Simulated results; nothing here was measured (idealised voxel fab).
process module | voxel transistor to metal
cross-section cut | 165 nm wide | cells 5 nm
A cross-section is a grid of square cells, given in bands from the top down. A band is one or more rows of cells.
Each band's line starts with the height of the band's top and of its bottom, in nm. Then come its materials from left to right, each with its width in nm. One material with "throughout" fills the band from edge to edge. "air" is empty space.
Height 0 is the level under which the wafer as received is all one material. The lowest band goes on downwards, as in "0 down".
A width such as "30 to 40" changes by the same amount from each row of cells to the next, from the band's top row to its bottom row.
"no change" after a step means that no cell of the cross-section changed.
closed voids: empty space of 8 cells or more with no open way to the top, each as width x height at its distance from the left edge, in nm
after a step's settings: what the simulator itself notes on the step
overlay nm, on a step with a mask: how far to the right of its planned place the mask lay; to the left if negative
plan
1 op RECEIVE | material Si
2 op OXIDIZE | depth nm 5
3 op CONFORMAL_DEP | material SiN | thk nm 15
4 op DIRECTIONAL_DEP | material aC | thk nm 10
5 op PATTERN | tone cover | mask id ACTIVE | material resist | width nm 115 | thk nm 25 | overlay nm 0
6 op DIRECTIONAL_ETCH | etch materials aC | depth nm 10
7 op STRIP | etch materials resist
8 op DIRECTIONAL_ETCH | etch materials SiN | depth nm 15
9 op DIRECTIONAL_ETCH | etch materials SiO2 | depth nm 5
10 op DIRECTIONAL_ETCH | etch materials Si | depth nm 25
11 op STRIP | etch materials aC
12 op OXIDIZE | depth nm 5
13 op FILL_DEP | material SiO2 | thk nm 15
14 op CMP | height nm 15
15 op SELECTIVE_ETCH | etch materials SiO2 | depth nm 5
16 op STRIP | etch materials SiN
17 op SELECTIVE_ETCH | etch materials SiO2 | depth nm 5
18 op OXIDIZE | depth nm 5
19 op DIRECTIONAL_DEP | material polySi | thk nm 25
20 op DIRECTIONAL_DEP | material SiCN | thk nm 15
21 op PATTERN | tone cover | mask id GATE | material resist | width nm 35 | thk nm 20 | overlay nm 0
22 op DIRECTIONAL_ETCH | etch materials SiCN | depth nm 25
23 op DIRECTIONAL_ETCH | etch materials polySi | depth nm 35
24 op STRIP | etch materials resist
25 op CONFORMAL_DEP | material SiN | thk nm 5
26 op DIRECTIONAL_ETCH | etch materials SiN | depth nm 5
27 op DIRECTIONAL_ETCH | etch materials SiO2 | depth nm 5
28 op DIRECTIONAL_ETCH | etch materials Si | depth nm 15
29 op EPI | material pSi | thk nm 15
30 op FILL_DEP | material SiO2 | thk nm 10
31 op CMP | height nm 20
32 op STRIP | etch materials polySi
33 op SELECTIVE_ETCH | etch materials SiO2 | depth nm 5
34 op CONFORMAL_DEP | material HfO2 | thk nm 5
35 op CONFORMAL_DEP | material TiN | thk nm 5
36 op FILL_DEP | material W | thk nm 5
37 op CMP | height nm 15
38 op DIRECTIONAL_DEP | material SiO2 | thk nm 15
39 op DIRECTIONAL_DEP | material aC | thk nm 15
40 op PATTERN | tone open | mask id CONTACT | material resist | width nm 15 | pitch nm 80 | thk nm 35 | overlay nm 0
41 op DIRECTIONAL_ETCH | etch materials aC | depth nm 15
42 op STRIP | etch materials resist
43 op DIRECTIONAL_ETCH | etch materials SiO2 | depth nm 40
44 op STRIP | etch materials aC
45 op CONFORMAL_DEP | material TiN | thk nm 5
46 op FILL_DEP | material W | thk nm 10
47 op CMP | height nm 30
48 op CONFORMAL_DEP | material SiCN | thk nm 5
49 op DIRECTIONAL_DEP | material lowk | thk nm 20
50 op PATTERN | tone open | mask id METAL_1 | material resist | width nm 15 | pitch nm 80 | thk nm 15 | overlay nm 0
51 op DIRECTIONAL_ETCH | etch materials lowk | depth nm 20
52 op DIRECTIONAL_ETCH | etch materials SiCN | depth nm 5
53 op STRIP | etch materials resist
54 op CONFORMAL_DEP | material TiN | thk nm 5
55 op FILL_DEP | material Cu | thk nm 5
56 op CMP | height nm 55
57 op CONFORMAL_DEP | material SiCN | thk nm 5
58 op DIRECTIONAL_DEP | material SiO2 | thk nm 35
59 op PATTERN | tone open | mask id METAL_2 | material resist | width nm 15 | pitch nm 80 | thk nm 20 | overlay nm 0
60 op DIRECTIONAL_ETCH | etch materials SiO2 | depth nm 20
61 op STRIP | etch materials resist
62 op MASKED_ETCH | tone open | mask id METAL_2_HOLES | width nm 15 | pitch nm 80 | etch materials SiO2 | depth nm 15 | overlay nm 0
63 op MASKED_ETCH | tone open | mask id METAL_2_HOLES | width nm 15 | pitch nm 80 | etch materials SiCN | depth nm 5 | overlay nm 0
64 op CONFORMAL_DEP | material TiN | thk nm 5
65 op FILL_DEP | material Ru | thk nm 10
66 op CMP | height nm 95
67 op CONFORMAL_DEP | material SiCN | thk nm 5
first wafer, as planned
as received, after step 1
  0 down: Si throughout
  closed voids: none
after step 2
  0 to -5: SiO2 throughout
  below -5: unchanged
after step 3
  15 to 0: SiN throughout
  below 0: unchanged
after step 4
  25 to 15: aC throughout
  below 15: unchanged
after step 5
  50 to 25: air 25 | resist 115 | air 25
  below 25: unchanged
after step 6
  40 to 25: air 25 | resist 115 | air 25
  25 to 15: air 25 | aC 115 | air 25
  below 15: unchanged
after step 7
  25 to 15: air 25 | aC 115 | air 25
  below 15: unchanged
after step 8
  25 to 15: air 25 | aC 115 | air 25
  15 to 0: air 25 | SiN 115 | air 25
  below 0: unchanged
after step 9
  25 to 15: air 25 | aC 115 | air 25
  15 to 0: air 25 | SiN 115 | air 25
  0 to -5: air 25 | SiO2 115 | air 25
  below -5: unchanged
after step 10
  25 to 15: air 25 | aC 115 | air 25
  15 to 0: air 25 | SiN 115 | air 25
  0 to -5: air 25 | SiO2 115 | air 25
  -5 to -30: air 25 | Si 115 | air 25
  below -30: unchanged
after step 11
  15 to 0: air 25 | SiN 115 | air 25
  below 0: unchanged
after step 12
  15 to 0: air 25 | SiN 115 | air 25
  0 to -5: air 25 | SiO2 115 | air 25
  -5 to -30: air 25 | SiO2 5 | Si 105 | SiO2 5 | air 25
  -30 to -35: SiO2 30 | Si 105 | SiO2 30
  below -35: unchanged
after step 13
  30 to 15: SiO2 throughout
  15 to 0: SiO2 25 | SiN 115 | SiO2 25
  0 to -5: SiO2 throughout
  -5 to -35: SiO2 30 | Si 105 | SiO2 30
  below -35: unchanged
after step 14
  15 to 0: SiO2 25 | SiN 115 | SiO2 25
  below 0: unchanged
after step 15
  15 to 10: air 25 | SiN 115 | air 25
  below 10: unchanged
after step 16
  10 to 0: SiO2 25 | air 115 | SiO2 25
  below 0: unchanged
after step 17
  5 to -5: SiO2 20 | air 125 | SiO2 20
  below -5: unchanged
after step 18
  5 to -5: SiO2 20 | air 125 | SiO2 20
  -5 to -10: SiO2 throughout
  below -10: unchanged
after step 19
  30 to 20: polySi 20 | air 125 | polySi 20
  20 to 5: polySi throughout
  5 to -5: SiO2 20 | polySi 125 | SiO2 20
  below -5: unchanged
after step 20
  45 to 35: SiCN 20 | air 125 | SiCN 20
  35 to 30: SiCN throughout
  30 to 20: polySi 20 | SiCN 125 | polySi 20
  below 20: unchanged
after step 21
  65 to 45: air 65 | resist 35 | air 65
  45 to 35: SiCN 20 | air 45 | resist 35 | air 45 | SiCN 20
  below 35: unchanged
after step 22
  65 to 35: air 65 | resist 35 | air 65
  35 to 30: air 65 | SiCN 35 | air 65
  30 to 20: polySi 20 | air 45 | SiCN 35 | air 45 | polySi 20
  below 20: unchanged
after step 23
  65 to 35: air 65 | resist 35 | air 65
  35 to 20: air 65 | SiCN 35 | air 65
  20 to 5: air 65 | polySi 35 | air 65
  5 to -5: SiO2 20 | air 45 | polySi 35 | air 45 | SiO2 20
  below -5: unchanged
after step 24
  35 to 20: air 65 | SiCN 35 | air 65
  below 20: unchanged
after step 25
  40 to 35: air 60 | SiN 45 | air 60
  35 to 20: air 60 | SiN 5 | SiCN 35 | SiN 5 | air 60
  20 to 10: air 60 | SiN 5 | polySi 35 | SiN 5 | air 60
  10 to 5: SiN 25 | air 35 | SiN 5 | polySi 35 | SiN 5 | air 35 | SiN 25
  5 to 0: SiO2 20 | SiN 5 | air 35 | SiN 5 | polySi 35 | SiN 5 | air 35 | SiN 5 | SiO2 20
  0 to -5: SiO2 20 | SiN 45 | polySi 35 | SiN 45 | SiO2 20
  below -5: unchanged
after step 26
  35 to 20: air 60 | SiN 5 | SiCN 35 | SiN 5 | air 60
  20 to 5: air 60 | SiN 5 | polySi 35 | SiN 5 | air 60
  5 to -5: SiO2 20 | SiN 5 | air 35 | SiN 5 | polySi 35 | SiN 5 | air 35 | SiN 5 | SiO2 20
  below -5: unchanged
after step 27
  35 to 20: air 60 | SiN 5 | SiCN 35 | SiN 5 | air 60
  20 to 5: air 60 | SiN 5 | polySi 35 | SiN 5 | air 60
  5 to 0: air 20 | SiN 5 | air 35 | SiN 5 | polySi 35 | SiN 5 | air 35 | SiN 5 | air 20
  0 to -5: SiO2 20 | SiN 5 | air 35 | SiN 5 | polySi 35 | SiN 5 | air 35 | SiN 5 | SiO2 20
  -5 to -10: SiO2 25 | air 35 | SiO2 45 | air 35 | SiO2 25
  below -10: unchanged
after step 28
  35 to 20: air 60 | SiN 5 | SiCN 35 | SiN 5 | air 60
  20 to 5: air 60 | SiN 5 | polySi 35 | SiN 5 | air 60
  5 to 0: air 20 | SiN 5 | air 35 | SiN 5 | polySi 35 | SiN 5 | air 35 | SiN 5 | air 20
  0 to -5: SiO2 20 | SiN 5 | air 35 | SiN 5 | polySi 35 | SiN 5 | air 35 | SiN 5 | SiO2 20
  -5 to -10: SiO2 25 | air 35 | SiO2 45 | air 35 | SiO2 25
  -10 to -25: SiO2 30 | air 30 | Si 45 | air 30 | SiO2 30
  below -25: unchanged
after step 29
  35 to 20: air 60 | SiN 5 | SiCN 35 | SiN 5 | air 60
  20 to 5: air 60 | SiN 5 | polySi 35 | SiN 5 | air 60
  5 to 0: air 20 | SiN 5 | air 20 | pSi 15 | SiN 5 | polySi 35 | SiN 5 | pSi 15 | air 20 | SiN 5 | air 20
  0 to -5: SiO2 20 | SiN 5 | air 20 | pSi 15 | SiN 5 | polySi 35 | SiN 5 | pSi 15 | air 20 | SiN 5 | SiO2 20
  -5 to -10: SiO2 25 | air 20 | pSi 15 | SiO2 45 | pSi 15 | air 20 | SiO2 25
  -10 to -25: SiO2 30 | pSi 30 | Si 45 | pSi 30 | SiO2 30
  below -25: unchanged
after step 30
  45 to 35: SiO2 throughout
  35 to 20: SiO2 60 | SiN 5 | SiCN 35 | SiN 5 | SiO2 60
  20 to 5: SiO2 60 | SiN 5 | polySi 35 | SiN 5 | SiO2 60
  5 to -5: SiO2 20 | SiN 5 | SiO2 20 | pSi 15 | SiN 5 | polySi 35 | SiN 5 | pSi 15 | SiO2 20 | SiN 5 | SiO2 20
  -5 to -10: SiO2 45 | pSi 15 | SiO2 45 | pSi 15 | SiO2 45
  below -10: unchanged
after step 31
  20 to 5: SiO2 60 | SiN 5 | polySi 35 | SiN 5 | SiO2 60
  below 5: unchanged
after step 32
  20 to 5: SiO2 60 | SiN 5 | air 35 | SiN 5 | SiO2 60
  5 to -5: SiO2 20 | SiN 5 | SiO2 20 | pSi 15 | SiN 5 | air 35 | SiN 5 | pSi 15 | SiO2 20 | SiN 5 | SiO2 20
  below -5: unchanged
after step 33
  20 to 15: air 60 | SiN 5 | air 35 | SiN 5 | air 60
  15 to 5: SiO2 60 | SiN 5 | air 35 | SiN 5 | SiO2 60
  5 to -5: SiO2 20 | SiN 5 | SiO2 20 | pSi 15 | SiN 5 | air 35 | SiN 5 | pSi 15 | SiO2 20 | SiN 5 | SiO2 20
  -5 to -10: SiO2 45 | pSi 15 | air 45 | pSi 15 | SiO2 45
  below -10: unchanged
after step 34
  25 to 20: air 55 | HfO2 15 | air 25 | HfO2 15 | air 55
  20 to 15: HfO2 60 | SiN 5 | HfO2 5 | air 25 | HfO2 5 | SiN 5 | HfO2 60
  15 to 5: SiO2 60 | SiN 5 | HfO2 5 | air 25 | HfO2 5 | SiN 5 | SiO2 60
  5 to -5: SiO2 20 | SiN 5 | SiO2 20 | pSi 15 | SiN 5 | HfO2 5 | air 25 | HfO2 5 | SiN 5 | pSi 15 | SiO2 20 | SiN 5 | SiO2 20
  -5 to -10: SiO2 45 | pSi 15 | HfO2 45 | pSi 15 | SiO2 45
  below -10: unchanged
after step 35
  30 to 25: air 50 | TiN 25 | air 15 | TiN 25 | air 50
  25 to 20: TiN 55 | HfO2 15 | TiN 5 | air 15 | TiN 5 | HfO2 15 | TiN 55
  20 to 15: HfO2 60 | SiN 5 | HfO2 5 | TiN 5 | air 15 | TiN 5 | HfO2 5 | SiN 5 | HfO2 60
  15 to 5: SiO2 60 | SiN 5 | HfO2 5 | TiN 5 | air 15 | TiN 5 | HfO2 5 | SiN 5 | SiO2 60
  5 to 0: SiO2 20 | SiN 5 | SiO2 20 | pSi 15 | SiN 5 | HfO2 5 | TiN 5 | air 15 | TiN 5 | HfO2 5 | SiN 5 | pSi 15 | SiO2 20 | SiN 5 | SiO2 20
  0 to -5: SiO2 20 | SiN 5 | SiO2 20 | pSi 15 | SiN 5 | HfO2 5 | TiN 25 | HfO2 5 | SiN 5 | pSi 15 | SiO2 20 | SiN 5 | SiO2 20
  below -5: unchanged
after step 36
  35 to 30: W throughout
  30 to 25: W 50 | TiN 25 | W 15 | TiN 25 | W 50
  25 to 20: TiN 55 | HfO2 15 | TiN 5 | W 15 | TiN 5 | HfO2 15 | TiN 55
  20 to 15: HfO2 60 | SiN 5 | HfO2 5 | TiN 5 | W 15 | TiN 5 | HfO2 5 | SiN 5 | HfO2 60
  15 to 5: SiO2 60 | SiN 5 | HfO2 5 | TiN 5 | W 15 | TiN 5 | HfO2 5 | SiN 5 | SiO2 60
  5 to 0: SiO2 20 | SiN 5 | SiO2 20 | pSi 15 | SiN 5 | HfO2 5 | TiN 5 | W 15 | TiN 5 | HfO2 5 | SiN 5 | pSi 15 | SiO2 20 | SiN 5 | SiO2 20
  below 0: unchanged
after step 37
  15 to 5: SiO2 60 | SiN 5 | HfO2 5 | TiN 5 | W 15 | TiN 5 | HfO2 5 | SiN 5 | SiO2 60
  below 5: unchanged
after step 38
  30 to 15: SiO2 throughout
  below 15: unchanged
after step 39
  45 to 30: aC throughout
  below 30: unchanged
after step 40
  80 to 45: resist 35 | air 15 | resist 65 | air 15 | resist 35
  below 45: unchanged
after step 41
  65 to 45: resist 35 | air 15 | resist 65 | air 15 | resist 35
  45 to 30: aC 35 | air 15 | aC 65 | air 15 | aC 35
  below 30: unchanged
after step 42
  45 to 30: aC 35 | air 15 | aC 65 | air 15 | aC 35
  below 30: unchanged
after step 43
  45 to 30: aC 35 | air 15 | aC 65 | air 15 | aC 35
  30 to 15: SiO2 35 | air 15 | SiO2 65 | air 15 | SiO2 35
  15 to 5: SiO2 35 | air 15 | SiO2 10 | SiN 5 | HfO2 5 | TiN 5 | W 15 | TiN 5 | HfO2 5 | SiN 5 | SiO2 10 | air 15 | SiO2 35
  5 to 0: SiO2 20 | SiN 5 | SiO2 10 | air 10 | pSi 15 | SiN 5 | HfO2 5 | TiN 5 | W 15 | TiN 5 | HfO2 5 | SiN 5 | pSi 15 | air 10 | SiO2 10 | SiN 5 | SiO2 20
  0 to -5: SiO2 20 | SiN 5 | SiO2 10 | air 10 | pSi 15 | SiN 5 | HfO2 5 | TiN 25 | HfO2 5 | SiN 5 | pSi 15 | air 10 | SiO2 10 | SiN 5 | SiO2 20
  -5 to -10: SiO2 35 | air 10 | pSi 15 | HfO2 45 | pSi 15 | air 10 | SiO2 35
  below -10: unchanged
after step 44
  30 to 15: SiO2 35 | air 15 | SiO2 65 | air 15 | SiO2 35
  below 15: unchanged
after step 45
  35 to 30: TiN 40 | air 5 | TiN 75 | air 5 | TiN 40
  30 to 15: SiO2 35 | TiN 5 | air 5 | TiN 5 | SiO2 65 | TiN 5 | air 5 | TiN 5 | SiO2 35
  15 to 10: SiO2 35 | TiN 5 | air 5 | TiN 5 | SiO2 10 | SiN 5 | HfO2 5 | TiN 5 | W 15 | TiN 5 | HfO2 5 | SiN 5 | SiO2 10 | TiN 5 | air 5 | TiN 5 | SiO2 35
  10 to 5: SiO2 35 | TiN 15 | SiO2 10 | SiN 5 | HfO2 5 | TiN 5 | W 15 | TiN 5 | HfO2 5 | SiN 5 | SiO2 10 | TiN 15 | SiO2 35
  5 to 0: SiO2 20 | SiN 5 | SiO2 10 | TiN 10 | pSi 15 | SiN 5 | HfO2 5 | TiN 5 | W 15 | TiN 5 | HfO2 5 | SiN 5 | pSi 15 | TiN 10 | SiO2 10 | SiN 5 | SiO2 20
  0 to -5: SiO2 20 | SiN 5 | SiO2 10 | TiN 10 | pSi 15 | SiN 5 | HfO2 5 | TiN 25 | HfO2 5 | SiN 5 | pSi 15 | TiN 10 | SiO2 10 | SiN 5 | SiO2 20
  -5 to -10: SiO2 35 | TiN 10 | pSi 15 | HfO2 45 | pSi 15 | TiN 10 | SiO2 35
  below -10: unchanged
after step 46
  45 to 35: W throughout
  35 to 30: TiN 40 | W 5 | TiN 75 | W 5 | TiN 40
  30 to 15: SiO2 35 | TiN 5 | W 5 | TiN 5 | SiO2 65 | TiN 5 | W 5 | TiN 5 | SiO2 35
  15 to 10: SiO2 35 | TiN 5 | W 5 | TiN 5 | SiO2 10 | SiN 5 | HfO2 5 | TiN 5 | W 15 | TiN 5 | HfO2 5 | SiN 5 | SiO2 10 | TiN 5 | W 5 | TiN 5 | SiO2 35
  below 10: unchanged
after step 47
  30 to 15: SiO2 35 | TiN 5 | W 5 | TiN 5 | SiO2 65 | TiN 5 | W 5 | TiN 5 | SiO2 35
  below 15: unchanged
after step 48
  35 to 30: SiCN throughout
  below 30: unchanged
after step 49
  55 to 35: lowk throughout
  below 35: unchanged
after step 50
  70 to 55: resist 35 | air 15 | resist 65 | air 15 | resist 35
  below 55: unchanged
after step 51
  70 to 55: resist 35 | air 15 | resist 65 | air 15 | resist 35
  55 to 35: lowk 35 | air 15 | lowk 65 | air 15 | lowk 35
  below 35: unchanged
after step 52
  70 to 55: resist 35 | air 15 | resist 65 | air 15 | resist 35
  55 to 35: lowk 35 | air 15 | lowk 65 | air 15 | lowk 35
  35 to 30: SiCN 35 | air 15 | SiCN 65 | air 15 | SiCN 35
  below 30: unchanged
after step 53
  55 to 35: lowk 35 | air 15 | lowk 65 | air 15 | lowk 35
  below 35: unchanged
after step 54
  60 to 55: TiN 40 | air 5 | TiN 75 | air 5 | TiN 40
  55 to 35: lowk 35 | TiN 5 | air 5 | TiN 5 | lowk 65 | TiN 5 | air 5 | TiN 5 | lowk 35
  35 to 30: SiCN 35 | TiN 15 | SiCN 65 | TiN 15 | SiCN 35
  below 30: unchanged
after step 55
  65 to 60: Cu throughout
  60 to 55: TiN 40 | Cu 5 | TiN 75 | Cu 5 | TiN 40
  55 to 35: lowk 35 | TiN 5 | Cu 5 | TiN 5 | lowk 65 | TiN 5 | Cu 5 | TiN 5 | lowk 35
  below 35: unchanged
after step 56
  55 to 35: lowk 35 | TiN 5 | Cu 5 | TiN 5 | lowk 65 | TiN 5 | Cu 5 | TiN 5 | lowk 35
  below 35: unchanged
after step 57
  60 to 55: SiCN throughout
  below 55: unchanged
after step 58
  95 to 60: SiO2 throughout
  below 60: unchanged
after step 59
  115 to 95: resist 35 | air 15 | resist 65 | air 15 | resist 35
  below 95: unchanged
after step 60
  115 to 95: resist 35 | air 15 | resist 65 | air 15 | resist 35
  95 to 75: SiO2 35 | air 15 | SiO2 65 | air 15 | SiO2 35
  below 75: unchanged
after step 61
  95 to 75: SiO2 35 | air 15 | SiO2 65 | air 15 | SiO2 35
  below 75: unchanged
after step 62
  95 to 60: SiO2 35 | air 15 | SiO2 65 | air 15 | SiO2 35
  below 60: unchanged
after step 63
  95 to 60: SiO2 35 | air 15 | SiO2 65 | air 15 | SiO2 35
  60 to 55: SiCN 35 | air 15 | SiCN 65 | air 15 | SiCN 35
  below 55: unchanged
after step 64
  100 to 95: TiN 40 | air 5 | TiN 75 | air 5 | TiN 40
  95 to 60: SiO2 35 | TiN 5 | air 5 | TiN 5 | SiO2 65 | TiN 5 | air 5 | TiN 5 | SiO2 35
  60 to 55: SiCN 35 | TiN 15 | SiCN 65 | TiN 15 | SiCN 35
  below 55: unchanged
after step 65
  110 to 100: Ru throughout
  100 to 95: TiN 40 | Ru 5 | TiN 75 | Ru 5 | TiN 40
  95 to 60: SiO2 35 | TiN 5 | Ru 5 | TiN 5 | SiO2 65 | TiN 5 | Ru 5 | TiN 5 | SiO2 35
  below 60: unchanged
after step 66
  95 to 60: SiO2 35 | TiN 5 | Ru 5 | TiN 5 | SiO2 65 | TiN 5 | Ru 5 | TiN 5 | SiO2 35
  below 60: unchanged
after step 67
  100 to 95: SiCN throughout
  below 95: unchanged
second wafer: like start, like plan, one mistake. Through step 18 it matches the first wafer
when step 19 should have ended: no change
when step 20 should have ended
  20 to 10: SiCN 20 | air 125 | SiCN 20
  10 to 5: SiCN throughout
  5 to -5: SiO2 20 | SiCN 125 | SiO2 20
  below -5: unchanged
when step 21 should have ended
  40 to 20: air 65 | resist 35 | air 65
  20 to 10: SiCN 20 | air 45 | resist 35 | air 45 | SiCN 20
  below 10: unchanged
when step 22 should have ended
  40 to 10: air 65 | resist 35 | air 65
  10 to 5: air 65 | SiCN 35 | air 65
  5 to -5: SiO2 20 | air 45 | SiCN 35 | air 45 | SiO2 20
  below -5: unchanged
when step 23 should have ended: no change
when step 24 should have ended
  10 to 5: air 65 | SiCN 35 | air 65
  below 5: unchanged
when step 25 should have ended
  15 to 10: air 60 | SiN 45 | air 60
  10 to 5: SiN 25 | air 35 | SiN 5 | SiCN 35 | SiN 5 | air 35 | SiN 25
  5 to 0: SiO2 20 | SiN 5 | air 35 | SiN 5 | SiCN 35 | SiN 5 | air 35 | SiN 5 | SiO2 20
  0 to -5: SiO2 20 | SiN 45 | SiCN 35 | SiN 45 | SiO2 20
  below -5: unchanged
when step 26 should have ended
  10 to 5: air 60 | SiN 5 | SiCN 35 | SiN 5 | air 60
  5 to -5: SiO2 20 | SiN 5 | air 35 | SiN 5 | SiCN 35 | SiN 5 | air 35 | SiN 5 | SiO2 20
  below -5: unchanged
when step 27 should have ended
  10 to 5: air 60 | SiN 5 | SiCN 35 | SiN 5 | air 60
  5 to 0: air 20 | SiN 5 | air 35 | SiN 5 | SiCN 35 | SiN 5 | air 35 | SiN 5 | air 20
  0 to -5: SiO2 20 | SiN 5 | air 35 | SiN 5 | SiCN 35 | SiN 5 | air 35 | SiN 5 | SiO2 20
  -5 to -10: SiO2 25 | air 35 | SiO2 45 | air 35 | SiO2 25
  below -10: unchanged
when step 28 should have ended
  10 to 5: air 60 | SiN 5 | SiCN 35 | SiN 5 | air 60
  5 to 0: air 20 | SiN 5 | air 35 | SiN 5 | SiCN 35 | SiN 5 | air 35 | SiN 5 | air 20
  0 to -5: SiO2 20 | SiN 5 | air 35 | SiN 5 | SiCN 35 | SiN 5 | air 35 | SiN 5 | SiO2 20
  -5 to -10: SiO2 25 | air 35 | SiO2 45 | air 35 | SiO2 25
  -10 to -25: SiO2 30 | air 30 | Si 45 | air 30 | SiO2 30
  below -25: unchanged
when step 29 should have ended
  10 to 5: air 60 | SiN 5 | SiCN 35 | SiN 5 | air 60
  5 to 0: air 20 | SiN 5 | air 20 | pSi 15 | SiN 5 | SiCN 35 | SiN 5 | pSi 15 | air 20 | SiN 5 | air 20
  0 to -5: SiO2 20 | SiN 5 | air 20 | pSi 15 | SiN 5 | SiCN 35 | SiN 5 | pSi 15 | air 20 | SiN 5 | SiO2 20
  -5 to -10: SiO2 25 | air 20 | pSi 15 | SiO2 45 | pSi 15 | air 20 | SiO2 25
  -10 to -25: SiO2 30 | pSi 30 | Si 45 | pSi 30 | SiO2 30
  below -25: unchanged
when step 30 should have ended
  20 to 10: SiO2 throughout
  10 to 5: SiO2 60 | SiN 5 | SiCN 35 | SiN 5 | SiO2 60
  5 to -5: SiO2 20 | SiN 5 | SiO2 20 | pSi 15 | SiN 5 | SiCN 35 | SiN 5 | pSi 15 | SiO2 20 | SiN 5 | SiO2 20
  -5 to -10: SiO2 45 | pSi 15 | SiO2 45 | pSi 15 | SiO2 45
  below -10: unchanged
when step 31 should have ended: no change
when step 32 should have ended: no change
when step 33 should have ended
  15 to 10: SiO2 throughout
  below 10: unchanged
when step 34 should have ended
  20 to 15: HfO2 throughout
  below 15: unchanged
when step 35 should have ended
  25 to 20: TiN throughout
  below 20: unchanged
when step 36 should have ended
  30 to 25: W throughout
  below 25: unchanged
when step 37 should have ended
  15 to 10: SiO2 throughout
  below 10: unchanged
when step 38 should have ended
  30 to 10: SiO2 throughout
  below 10: unchanged
when step 39 should have ended
  45 to 30: aC throughout
  below 30: unchanged
when step 40 should have ended
  80 to 45: resist 35 | air 15 | resist 65 | air 15 | resist 35
  below 45: unchanged
when step 41 should have ended
  65 to 45: resist 35 | air 15 | resist 65 | air 15 | resist 35
  45 to 30: aC 35 | air 15 | aC 65 | air 15 | aC 35
  below 30: unchanged
when step 42 should have ended
  45 to 30: aC 35 | air 15 | aC 65 | air 15 | aC 35
  below 30: unchanged
when step 43 should have ended
  45 to 30: aC 35 | air 15 | aC 65 | air 15 | aC 35
  30 to 10: SiO2 35 | air 15 | SiO2 65 | air 15 | SiO2 35
  10 to 5: SiO2 35 | air 15 | SiO2 10 | SiN 5 | SiCN 35 | SiN 5 | SiO2 10 | air 15 | SiO2 35
  5 to -5: SiO2 20 | SiN 5 | SiO2 10 | air 10 | pSi 15 | SiN 5 | SiCN 35 | SiN 5 | pSi 15 | air 10 | SiO2 10 | SiN 5 | SiO2 20
  -5 to -10: SiO2 35 | air 10 | pSi 15 | SiO2 45 | pSi 15 | air 10 | SiO2 35
  below -10: unchanged
when step 44 should have ended
  30 to 10: SiO2 35 | air 15 | SiO2 65 | air 15 | SiO2 35
  below 10: unchanged
when step 45 should have ended
  35 to 30: TiN 40 | air 5 | TiN 75 | air 5 | TiN 40
  30 to 10: SiO2 35 | TiN 5 | air 5 | TiN 5 | SiO2 65 | TiN 5 | air 5 | TiN 5 | SiO2 35
  10 to 5: SiO2 35 | TiN 15 | SiO2 10 | SiN 5 | SiCN 35 | SiN 5 | SiO2 10 | TiN 15 | SiO2 35
  5 to -5: SiO2 20 | SiN 5 | SiO2 10 | TiN 10 | pSi 15 | SiN 5 | SiCN 35 | SiN 5 | pSi 15 | TiN 10 | SiO2 10 | SiN 5 | SiO2 20
  -5 to -10: SiO2 35 | TiN 10 | pSi 15 | SiO2 45 | pSi 15 | TiN 10 | SiO2 35
  below -10: unchanged
when step 46 should have ended
  45 to 35: W throughout
  35 to 30: TiN 40 | W 5 | TiN 75 | W 5 | TiN 40
  30 to 10: SiO2 35 | TiN 5 | W 5 | TiN 5 | SiO2 65 | TiN 5 | W 5 | TiN 5 | SiO2 35
  below 10: unchanged
when step 47 should have ended
  30 to 10: SiO2 35 | TiN 5 | W 5 | TiN 5 | SiO2 65 | TiN 5 | W 5 | TiN 5 | SiO2 35
  below 10: unchanged
when step 48 should have ended
  35 to 30: SiCN throughout
  below 30: unchanged
when step 49 should have ended
  55 to 35: lowk throughout
  below 35: unchanged
when step 50 should have ended
  70 to 55: resist 35 | air 15 | resist 65 | air 15 | resist 35
  below 55: unchanged
when step 51 should have ended
  70 to 55: resist 35 | air 15 | resist 65 | air 15 | resist 35
  55 to 35: lowk 35 | air 15 | lowk 65 | air 15 | lowk 35
  below 35: unchanged
when step 52 should have ended
  70 to 55: resist 35 | air 15 | resist 65 | air 15 | resist 35
  55 to 35: lowk 35 | air 15 | lowk 65 | air 15 | lowk 35
  35 to 30: SiCN 35 | air 15 | SiCN 65 | air 15 | SiCN 35
  below 30: unchanged
when step 53 should have ended
  55 to 35: lowk 35 | air 15 | lowk 65 | air 15 | lowk 35
  below 35: unchanged
when step 54 should have ended
  60 to 55: TiN 40 | air 5 | TiN 75 | air 5 | TiN 40
  55 to 35: lowk 35 | TiN 5 | air 5 | TiN 5 | lowk 65 | TiN 5 | air 5 | TiN 5 | lowk 35
  35 to 30: SiCN 35 | TiN 15 | SiCN 65 | TiN 15 | SiCN 35
  below 30: unchanged
when step 55 should have ended
  65 to 60: Cu throughout
  60 to 55: TiN 40 | Cu 5 | TiN 75 | Cu 5 | TiN 40
  55 to 35: lowk 35 | TiN 5 | Cu 5 | TiN 5 | lowk 65 | TiN 5 | Cu 5 | TiN 5 | lowk 35
  below 35: unchanged
when step 56 should have ended
  55 to 35: lowk 35 | TiN 5 | Cu 5 | TiN 5 | lowk 65 | TiN 5 | Cu 5 | TiN 5 | lowk 35
  below 35: unchanged
when step 57 should have ended
  60 to 55: SiCN throughout
  below 55: unchanged
when step 58 should have ended
  95 to 60: SiO2 throughout
  below 60: unchanged
when step 59 should have ended
  115 to 95: resist 35 | air 15 | resist 65 | air 15 | resist 35
  below 95: unchanged
when step 60 should have ended
  115 to 95: resist 35 | air 15 | resist 65 | air 15 | resist 35
  95 to 75: SiO2 35 | air 15 | SiO2 65 | air 15 | SiO2 35
  below 75: unchanged
when step 61 should have ended
  95 to 75: SiO2 35 | air 15 | SiO2 65 | air 15 | SiO2 35
  below 75: unchanged
when step 62 should have ended
  95 to 60: SiO2 35 | air 15 | SiO2 65 | air 15 | SiO2 35
  below 60: unchanged
when step 63 should have ended
  95 to 60: SiO2 35 | air 15 | SiO2 65 | air 15 | SiO2 35
  60 to 55: SiCN 35 | air 15 | SiCN 65 | air 15 | SiCN 35
  below 55: unchanged
when step 64 should have ended
  100 to 95: TiN 40 | air 5 | TiN 75 | air 5 | TiN 40
  95 to 60: SiO2 35 | TiN 5 | air 5 | TiN 5 | SiO2 65 | TiN 5 | air 5 | TiN 5 | SiO2 35
  60 to 55: SiCN 35 | TiN 15 | SiCN 65 | TiN 15 | SiCN 35
  below 55: unchanged
when step 65 should have ended
  110 to 100: Ru throughout
  100 to 95: TiN 40 | Ru 5 | TiN 75 | Ru 5 | TiN 40
  95 to 60: SiO2 35 | TiN 5 | Ru 5 | TiN 5 | SiO2 65 | TiN 5 | Ru 5 | TiN 5 | SiO2 35
  below 60: unchanged
when step 66 should have ended
  95 to 60: SiO2 35 | TiN 5 | Ru 5 | TiN 5 | SiO2 65 | TiN 5 | Ru 5 | TiN 5 | SiO2 35
  below 60: unchanged
when step 67 should have ended
  100 to 95: SiCN throughout
  below 95: unchanged
what went wrong: step 19 was left out
at the end the second wafer has, in cells: 17 fewer of HfO2 | 21 more of SiCN | 2 fewer of SiN | 18 more of SiO2 | 11 fewer of TiN | 9 fewer of W
